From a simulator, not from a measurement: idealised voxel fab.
The process module presented herein is designated voxel self aligned contacts.
Cross-section cut: width 260 nm, square cells of 5 nm.
A cross-section in this document is a grid of square cells, and it is written down as bands, the top band listed before the ones below it; a band is made up of one or more rows of cells.
The band entry comprises the height of the band's top followed by the height of its bottom, expressed in nm, and subsequently the band's materials from left to right, each stated together with its width in nm. Where a single material is marked with the word "all across", that material fills the band from edge to edge. The word "empty" represents empty space.
Heads up on the height convention: 0 is the point under which the incoming wafer is all one material, and the lowest band has no bottom, it just keeps going down, like "from 0 down".
It should be noted that a width expressed as "30->40" varies in equal increments from row to row of cells within the band, taking the value of the first number at the top row and that of the second number at the bottom row.
A step reported as "nothing changed" is a step in which no cell of the cross-section changed.
Entry "Closed void entries" = empty spaces >= 8 cells with no open way to the top; each as width x height at distance, distance from left edge, all nm.
Text after the settings on a step's line: the simulator's own remark on that step.
The "overlay nm" setting may appear on a step's line; for a step that uses a mask, it gives how far to the right of its planned position the mask lay, and a negative value indicates the left.

plan
step 1: RECEIVE, material Si
step 2: OXIDIZE, depth nm 5
step 3: DIRECTIONAL_DEP, material polySi, thk nm 25
step 4: DIRECTIONAL_DEP, material SiN, thk nm 25
step 5: MASKED_ETCH, tone cover, mask id GATE, width nm 30, pitch nm 75, etch materials SiN, depth nm 25, overlay nm 0
step 6: MASKED_ETCH, tone cover, mask id GATE, width nm 30, pitch nm 75, etch materials polySi, depth nm 25, overlay nm 0
step 7: CONFORMAL_DEP, material SiN, thk nm 10
step 8: DIRECTIONAL_ETCH, etch materials SiN, depth nm 10
step 9: FILL_DEP, material SiO2, thk nm 15
step 10: CMP, height nm 60
step 11: DIRECTIONAL_DEP, material aC, thk nm 10
step 12: PATTERN, tone open, mask id CONTACT, material resist, width nm 55, pitch nm 75, thk nm 30, overlay nm 0
step 13: DIRECTIONAL_ETCH, etch materials aC, depth nm 10
step 14: STRIP, etch materials resist
step 15: DIRECTIONAL_ETCH, etch materials SiO2, depth nm 65
step 16: STRIP, etch materials aC
step 17: CONFORMAL_DEP, material TiN, thk nm 5
step 18: FILL_DEP, material Ru, thk nm 10
step 19: CMP, height nm 60
step 20: CONFORMAL_DEP, material SiCN, thk nm 5

The following pertains to the first of two wafers, which was processed as planned

Shown in cross-section is the wafer as received, that is, as it stands after step 1
- from 0 down = Si all across
- Closed void entries: none

The wafer in cross-section once step 2 is complete
- from 0 to -5 = SiO2 all across
- All layers under -5 are left as they were.

The wafer in cross-section once step 3 is complete
- from 25 to 0 = polySi all across
- All layers under 0 are left as they were.

The wafer in cross-section once step 4 is complete
- from 50 to 25 = SiN all across
- All layers under 25 are left as they were.

The wafer in cross-section once step 5 is complete
- from 50 to 25 = empty 40 nm, then SiN 30 nm, then empty 45 nm, then SiN 30 nm, then empty 45 nm, then SiN 30 nm, then empty 40 nm
- All layers under 25 are left as they were.

The wafer in cross-section once step 6 is complete
- from 50 to 25 = empty 40 nm, then SiN 30 nm, then empty 45 nm, then SiN 30 nm, then empty 45 nm, then SiN 30 nm, then empty 40 nm
- from 25 to 0 = empty 40 nm, then polySi 30 nm, then empty 45 nm, then polySi 30 nm, then empty 45 nm, then polySi 30 nm, then empty 40 nm
- All layers under 0 are left as they were.

The wafer in cross-section once step 7 is complete
- from 60 to 25 = empty 30 nm, then SiN 50 nm, then empty 25 nm, then SiN 50 nm, then empty 25 nm, then SiN 50 nm, then empty 30 nm
- from 25 to 10 = empty 30 nm, then SiN 10 nm, then polySi 30 nm, then SiN 10 nm, then empty 25 nm, then SiN 10 nm, then polySi 30 nm, then SiN 10 nm, then empty 25 nm, then SiN 10 nm, then polySi 30 nm, then SiN 10 nm, then empty 30 nm
- from 10 to 0 = SiN 40 nm, then polySi 30 nm, then SiN 45 nm, then polySi 30 nm, then SiN 45 nm, then polySi 30 nm, then SiN 40 nm
- All layers under 0 are left as they were.

The wafer in cross-section once step 8 is complete
- from 50 to 25 = empty 30 nm, then SiN 50 nm, then empty 25 nm, then SiN 50 nm, then empty 25 nm, then SiN 50 nm, then empty 30 nm
- from 25 to 0 = empty 30 nm, then SiN 10 nm, then polySi 30 nm, then SiN 10 nm, then empty 25 nm, then SiN 10 nm, then polySi 30 nm, then SiN 10 nm, then empty 25 nm, then SiN 10 nm, then polySi 30 nm, then SiN 10 nm, then empty 30 nm
- All layers under 0 are left as they were.

The wafer in cross-section once step 9 is complete
- from 65 to 50 = SiO2 all across
- from 50 to 25 = SiO2 30 nm, then SiN 50 nm, then SiO2 25 nm, then SiN 50 nm, then SiO2 25 nm, then SiN 50 nm, then SiO2 30 nm
- from 25 to 0 = SiO2 30 nm, then SiN 10 nm, then polySi 30 nm, then SiN 10 nm, then SiO2 25 nm, then SiN 10 nm, then polySi 30 nm, then SiN 10 nm, then SiO2 25 nm, then SiN 10 nm, then polySi 30 nm, then SiN 10 nm, then SiO2 30 nm
- All layers under 0 are left as they were.

The wafer in cross-section once step 10 is complete
- from 60 to 50 = SiO2 all across
- All layers under 50 are left as they were.

The wafer in cross-section once step 11 is complete
- from 70 to 60 = aC all across
- All layers under 60 are left as they were.

The wafer in cross-section once step 12 is complete
- from 100 to 70 = resist 65 nm, then empty 55 nm, then resist 20 nm, then empty 55 nm, then resist 65 nm
- All layers under 70 are left as they were.

The wafer in cross-section once step 13 is complete
- from 90 to 70 = resist 65 nm, then empty 55 nm, then resist 20 nm, then empty 55 nm, then resist 65 nm
- from 70 to 60 = aC 65 nm, then empty 55 nm, then aC 20 nm, then empty 55 nm, then aC 65 nm
- All layers under 60 are left as they were.

The wafer in cross-section once step 14 is complete
- from 70 to 60 = aC 65 nm, then empty 55 nm, then aC 20 nm, then empty 55 nm, then aC 65 nm
- All layers under 60 are left as they were.

The wafer in cross-section once step 15 is complete
- from 70 to 60 = aC 65 nm, then empty 55 nm, then aC 20 nm, then empty 55 nm, then aC 65 nm
- from 60 to 50 = SiO2 65 nm, then empty 55 nm, then SiO2 20 nm, then empty 55 nm, then SiO2 65 nm
- from 50 to 25 = SiO2 30 nm, then SiN 50 nm, then empty 25 nm, then SiN 50 nm, then empty 25 nm, then SiN 50 nm, then SiO2 30 nm
- from 25 to 0 = SiO2 30 nm, then SiN 10 nm, then polySi 30 nm, then SiN 10 nm, then empty 25 nm, then SiN 10 nm, then polySi 30 nm, then SiN 10 nm, then empty 25 nm, then SiN 10 nm, then polySi 30 nm, then SiN 10 nm, then SiO2 30 nm
- from 0 to -5 = SiO2 80 nm, then empty 25 nm, then SiO2 50 nm, then empty 25 nm, then SiO2 80 nm
- All layers under -5 are left as they were.

The wafer in cross-section once step 16 is complete
- from 60 to 50 = SiO2 65 nm, then empty 55 nm, then SiO2 20 nm, then empty 55 nm, then SiO2 65 nm
- All layers under 50 are left as they were.

The wafer in cross-section once step 17 is complete
- from 65 to 60 = TiN 70 nm, then empty 45 nm, then TiN 30 nm, then empty 45 nm, then TiN 70 nm
- from 60 to 50 = SiO2 65 nm, then TiN 5->20 nm, then empty 45->15 nm, then TiN 5->20 nm, then SiO2 20 nm, then TiN 5->20 nm, then empty 45->15 nm, then TiN 5->20 nm, then SiO2 65 nm
- from 50 to 25 = SiO2 30 nm, then SiN 50 nm, then TiN 5 nm, then empty 15 nm, then TiN 5 nm, then SiN 50 nm, then TiN 5 nm, then empty 15 nm, then TiN 5 nm, then SiN 50 nm, then SiO2 30 nm
- from 25 to 0 = SiO2 30 nm, then SiN 10 nm, then polySi 30 nm, then SiN 10 nm, then TiN 5 nm, then empty 15 nm, then TiN 5 nm, then SiN 10 nm, then polySi 30 nm, then SiN 10 nm, then TiN 5 nm, then empty 15 nm, then TiN 5 nm, then SiN 10 nm, then polySi 30 nm, then SiN 10 nm, then SiO2 30 nm
- from 0 to -5 = SiO2 80 nm, then TiN 25 nm, then SiO2 50 nm, then TiN 25 nm, then SiO2 80 nm
- All layers under -5 are left as they were.

The wafer in cross-section once step 18 is complete
- from 75 to 65 = Ru all across
- from 65 to 60 = TiN 70 nm, then Ru 45 nm, then TiN 30 nm, then Ru 45 nm, then TiN 70 nm
- from 60 to 50 = SiO2 65 nm, then TiN 5->20 nm, then Ru 45->15 nm, then TiN 5->20 nm, then SiO2 20 nm, then TiN 5->20 nm, then Ru 45->15 nm, then TiN 5->20 nm, then SiO2 65 nm
- from 50 to 25 = SiO2 30 nm, then SiN 50 nm, then TiN 5 nm, then Ru 15 nm, then TiN 5 nm, then SiN 50 nm, then TiN 5 nm, then Ru 15 nm, then TiN 5 nm, then SiN 50 nm, then SiO2 30 nm
- from 25 to 0 = SiO2 30 nm, then SiN 10 nm, then polySi 30 nm, then SiN 10 nm, then TiN 5 nm, then Ru 15 nm, then TiN 5 nm, then SiN 10 nm, then polySi 30 nm, then SiN 10 nm, then TiN 5 nm, then Ru 15 nm, then TiN 5 nm, then SiN 10 nm, then polySi 30 nm, then SiN 10 nm, then SiO2 30 nm
- All layers under 0 are left as they were.

The wafer in cross-section once step 19 is complete
- from 60 to 50 = SiO2 65 nm, then TiN 5->20 nm, then Ru 45->15 nm, then TiN 5->20 nm, then SiO2 20 nm, then TiN 5->20 nm, then Ru 45->15 nm, then TiN 5->20 nm, then SiO2 65 nm
- All layers under 50 are left as they were.

The wafer in cross-section once step 20 is complete
- from 65 to 60 = SiCN all across
- All layers under 60 are left as they were.

Second wafer - shared start and plan with the first - one error in running - same as the first up to step 14 inclusive

Cross-section of the second wafer at the time by which step 15 should have been completed according to the plan
- from 70 to 60 = aC 65 nm, then empty 55 nm, then aC 20 nm, then empty 55 nm, then aC 65 nm
- from 60 to 50 = SiO2 65 nm, then empty 55 nm, then SiO2 20 nm, then empty 55 nm, then SiO2 65 nm
- from 50 to 25 = SiO2 30 nm, then SiN 50 nm, then empty 25 nm, then SiN 50 nm, then empty 25 nm, then SiN 50 nm, then SiO2 30 nm
- from 25 to 5 = SiO2 30 nm, then SiN 10 nm, then polySi 30 nm, then SiN 10 nm, then empty 25 nm, then SiN 10 nm, then polySi 30 nm, then SiN 10 nm, then empty 25 nm, then SiN 10 nm, then polySi 30 nm, then SiN 10 nm, then SiO2 30 nm
- All layers under 5 are left as they were.

Cross-section of the second wafer at the time by which step 16 should have been completed according to the plan
- from 60 to 50 = SiO2 65 nm, then empty 55 nm, then SiO2 20 nm, then empty 55 nm, then SiO2 65 nm
- All layers under 50 are left as they were.

Cross-section of the second wafer at the time by which step 17 should have been completed according to the plan
- from 65 to 60 = TiN 70 nm, then empty 45 nm, then TiN 30 nm, then empty 45 nm, then TiN 70 nm
- from 60 to 50 = SiO2 65 nm, then TiN 5->20 nm, then empty 45->15 nm, then TiN 5->20 nm, then SiO2 20 nm, then TiN 5->20 nm, then empty 45->15 nm, then TiN 5->20 nm, then SiO2 65 nm
- from 50 to 25 = SiO2 30 nm, then SiN 50 nm, then TiN 5 nm, then empty 15 nm, then TiN 5 nm, then SiN 50 nm, then TiN 5 nm, then empty 15 nm, then TiN 5 nm, then SiN 50 nm, then SiO2 30 nm
- from 25 to 10 = SiO2 30 nm, then SiN 10 nm, then polySi 30 nm, then SiN 10 nm, then TiN 5 nm, then empty 15 nm, then TiN 5 nm, then SiN 10 nm, then polySi 30 nm, then SiN 10 nm, then TiN 5 nm, then empty 15 nm, then TiN 5 nm, then SiN 10 nm, then polySi 30 nm, then SiN 10 nm, then SiO2 30 nm
- from 10 to 5 = SiO2 30 nm, then SiN 10 nm, then polySi 30 nm, then SiN 10 nm, then TiN 25 nm, then SiN 10 nm, then polySi 30 nm, then SiN 10 nm, then TiN 25 nm, then SiN 10 nm, then polySi 30 nm, then SiN 10 nm, then SiO2 30 nm
- All layers under 5 are left as they were.

Cross-section of the second wafer at the time by which step 18 should have been completed according to the plan
- from 75 to 65 = Ru all across
- from 65 to 60 = TiN 70 nm, then Ru 45 nm, then TiN 30 nm, then Ru 45 nm, then TiN 70 nm
- from 60 to 50 = SiO2 65 nm, then TiN 5->20 nm, then Ru 45->15 nm, then TiN 5->20 nm, then SiO2 20 nm, then TiN 5->20 nm, then Ru 45->15 nm, then TiN 5->20 nm, then SiO2 65 nm
- from 50 to 25 = SiO2 30 nm, then SiN 50 nm, then TiN 5 nm, then Ru 15 nm, then TiN 5 nm, then SiN 50 nm, then TiN 5 nm, then Ru 15 nm, then TiN 5 nm, then SiN 50 nm, then SiO2 30 nm
- from 25 to 10 = SiO2 30 nm, then SiN 10 nm, then polySi 30 nm, then SiN 10 nm, then TiN 5 nm, then Ru 15 nm, then TiN 5 nm, then SiN 10 nm, then polySi 30 nm, then SiN 10 nm, then TiN 5 nm, then Ru 15 nm, then TiN 5 nm, then SiN 10 nm, then polySi 30 nm, then SiN 10 nm, then SiO2 30 nm
- All layers under 10 are left as they were.

Cross-section of the second wafer at the time by which step 19 should have been completed according to the plan
- from 60 to 50 = SiO2 65 nm, then TiN 5->20 nm, then Ru 45->15 nm, then TiN 5->20 nm, then SiO2 20 nm, then TiN 5->20 nm, then Ru 45->15 nm, then TiN 5->20 nm, then SiO2 65 nm
- All layers under 50 are left as they were.

Cross-section of the second wafer at the time by which step 20 should have been completed according to the plan
- from 65 to 60 = SiCN all across
- All layers under 60 are left as they were.
Diagnosis: step 15 ran differently from the plan; actual operation with settings: DIRECTIONAL_ETCH, etch materials SiO2, depth nm 55
Final comparison by cell count, materials where the second wafer has more or fewer than the first: Ru -12; SiO2 +20; TiN -8
